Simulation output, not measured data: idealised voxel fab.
process module | voxel capacitor over wiring
cross-section cut | 140 nm wide | cells 5 nm
A cross-section is a grid of square cells, given in bands from the top down. A band is one or more rows of cells.
Each band's line starts with the height of the band's top and of its bottom, in nm. Then come its materials from left to right, each with its width in nm. One material with "throughout" fills the band from edge to edge. "air" is empty space.
Height 0 is the level under which the wafer as received is all one material. The lowest band goes on downwards, as in "0 down".
A width such as "30 to 40" changes by the same amount from each row of cells to the next, from the band's top row to its bottom row.
"no change" after a step means that no cell of the cross-section changed.
closed voids: empty space of 8 cells or more with no open way to the top, each as width x height at its distance from the left edge, in nm
after a step's settings: what the simulator itself notes on the step
overlay nm, on a step with a mask: how far to the right of its planned place the mask lay; to the left if negative
plan
1 op RECEIVE | material Si
2 op CONFORMAL_DEP | material SiO2 | thk nm 10
3 op CONFORMAL_DEP | material SiN | thk nm 5
4 op DIRECTIONAL_DEP | material SiO2 | thk nm 15
5 op DIRECTIONAL_DEP | material aC | thk nm 10
6 op PATTERN | tone open | mask id METAL_1 | material resist | width nm 15 | pitch nm 80 | thk nm 25 | overlay nm 0
7 op DIRECTIONAL_ETCH | etch materials aC | depth nm 10
8 op STRIP | etch materials resist
9 op DIRECTIONAL_ETCH | etch materials SiO2 | depth nm 15
10 op DIRECTIONAL_ETCH | etch materials SiN | depth nm 5
11 op STRIP | etch materials aC
12 op CONFORMAL_DEP | material TiN | thk nm 5
13 op FILL_DEP | material W | thk nm 10
14 op CMP | height nm 30
15 op EPI | material Ru | thk nm 5
16 op FILL_DEP | material SiCN | thk nm 5
17 op DIRECTIONAL_DEP | material SiO2 | thk nm 20
18 op DIRECTIONAL_DEP | material aC | thk nm 15
19 op PATTERN | tone open | mask id PLUG_1 | material resist | width nm 15 | thk nm 30 | overlay nm 0
20 op DIRECTIONAL_ETCH | etch materials aC | depth nm 15
21 op STRIP | etch materials resist
22 op DIRECTIONAL_ETCH | etch materials SiO2 | depth nm 20
23 op DIRECTIONAL_ETCH | etch materials SiCN | depth nm 5
24 op STRIP | etch materials aC
25 op EPI | material Ru | thk nm 10
26 op EPI | material Ru | thk nm 10
27 op EPI | material Ru | thk nm 5
28 op DIRECTIONAL_DEP | material TiN | thk nm 10
29 op DIRECTIONAL_DEP | material SiN | thk nm 5
30 op DIRECTIONAL_DEP | material TiN | thk nm 10
31 op DIRECTIONAL_DEP | material aC | thk nm 15
32 op PATTERN | tone cover | mask id UPPER_PLATE | material resist | width nm 60 | thk nm 35 | overlay nm 0
33 op DIRECTIONAL_ETCH | etch materials aC | depth nm 15
34 op STRIP | etch materials resist
35 op DIRECTIONAL_ETCH | etch materials TiN | depth nm 10
36 op DIRECTIONAL_ETCH | etch materials SiN | depth nm 5
37 op STRIP | etch materials aC
38 op DIRECTIONAL_DEP | material aC | thk nm 15
39 op PATTERN | tone cover | mask id LOWER_PLATE | material resist | width nm 70 | thk nm 30 | overlay nm 0
40 op DIRECTIONAL_ETCH | etch materials aC | depth nm 15
41 op STRIP | etch materials resist
42 op DIRECTIONAL_ETCH | etch materials TiN | depth nm 10
43 op STRIP | etch materials aC
44 op FILL_DEP | material SiO2 | thk nm 15
45 op CMP | height nm 95
46 op DIRECTIONAL_DEP | material aC | thk nm 15
47 op PATTERN | tone open | mask id PLUG_2 | material resist | width nm 15 | thk nm 35 | overlay nm 0
48 op DIRECTIONAL_ETCH | etch materials aC | depth nm 15
49 op STRIP | etch materials resist
50 op DIRECTIONAL_ETCH | etch materials SiO2 | depth nm 10
51 op STRIP | etch materials aC
52 op CONFORMAL_DEP | material TiN | thk nm 5
53 op FILL_DEP | material Cu | thk nm 5
54 op CMP | height nm 95
55 op CONFORMAL_DEP | material SiCN | thk nm 5
varied across the wafers: width nm of step 6. The plan shows the first wafer's value. All wafers start alike
first wafer as received, after step 1
  0 down: Si throughout
  closed voids: none
each wafer at the end: cells of each material gained (+) or lost (-) since it was received, then its closed voids
width nm 15 | +1 Cu | +25 Ru | +71 SiCN | +34 SiN | +348 SiO2 | +75 TiN | +6 W | closed voids: none
width nm 20 | +1 Cu | +27 Ru | +69 SiCN | +32 SiN | +342 SiO2 | +77 TiN | +12 W | closed voids: none
width nm 25 | +1 Cu | +29 Ru | +67 SiCN | +30 SiN | +336 SiO2 | +79 TiN | +18 W | closed voids: none
width nm 30 | +1 Cu | +31 Ru | +65 SiCN | +28 SiN | +330 SiO2 | +81 TiN | +24 W | closed voids: none
